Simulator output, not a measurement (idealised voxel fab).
process module | voxel ribs on slabs
cross-section cut | 225 nm wide | cells 5 nm
A cross-section is a grid of square cells, given in bands from the top down. A band is one or more rows of cells.
Each band's line starts with the height of the band's top and of its bottom, in nm. Then come its materials from left to right, each with its width in nm. One material with "throughout" fills the band from edge to edge. "air" is empty space.
Height 0 is the level under which the wafer as received is all one material. The lowest band goes on downwards, as in "0 down".
A width such as "30 to 40" changes by the same amount from each row of cells to the next, from the band's top row to its bottom row.
"no change" after a step means that no cell of the cross-section changed.
closed voids: empty space of 8 cells or more with no open way to the top, each as width x height at its distance from the left edge, in nm
after a step's settings: what the simulator itself notes on the step
overlay nm, on a step with a mask: how far to the right of its planned place the mask lay; to the left if negative
plan
1 op RECEIVE | material Si
2 op DIRECTIONAL_DEP | material SiO2 | thk nm 20
3 op DIRECTIONAL_DEP | material SiN | thk nm 15
4 op PATTERN | tone cover | mask id RIB | material resist | width nm 15 | thk nm 20 | overlay nm 0
5 op DIRECTIONAL_ETCH | etch materials SiN | depth nm 10
6 op STRIP | etch materials resist
7 op PATTERN | tone cover | mask id SLAB | material resist | width nm 65 | thk nm 20 | overlay nm 0
8 op DIRECTIONAL_ETCH | etch materials SiN | depth nm 5
9 op STRIP | etch materials resist
10 op FILL_DEP | material SiO2 | thk nm 20
11 op CMP | height nm 50
12 op DIRECTIONAL_DEP | material TiN | thk nm 10
13 op PATTERN | tone cover | mask id HEATER | material resist | width nm 25 | thk nm 15 | overlay nm 0
14 op DIRECTIONAL_ETCH | etch materials TiN | depth nm 10
15 op STRIP | etch materials resist
16 op CONFORMAL_DEP | material SiN | thk nm 10
as received, after step 1
  0 down: Si throughout
  closed voids: none
a wafer at the end: this start, this plan, one mistake
  70 to 60: air 90 | SiN 45 | air 90
  60 to 50: SiN 100 | TiN 25 | SiN 100
  50 to 35: SiO2 throughout
  35 to 30: SiO2 80 | SiN 25 | SiO2 15 | SiN 25 | SiO2 80
  30 to 25: SiN 105 | SiO2 15 | SiN 105
  25 to 20: SiN throughout
  20 to 0: SiO2 throughout
  0 down: Si throughout
  closed voids: none
what went wrong: step 4 ran as: op PATTERN | tone open | mask id RIB | material resist | width nm 15 | thk nm 20 | overlay nm 0
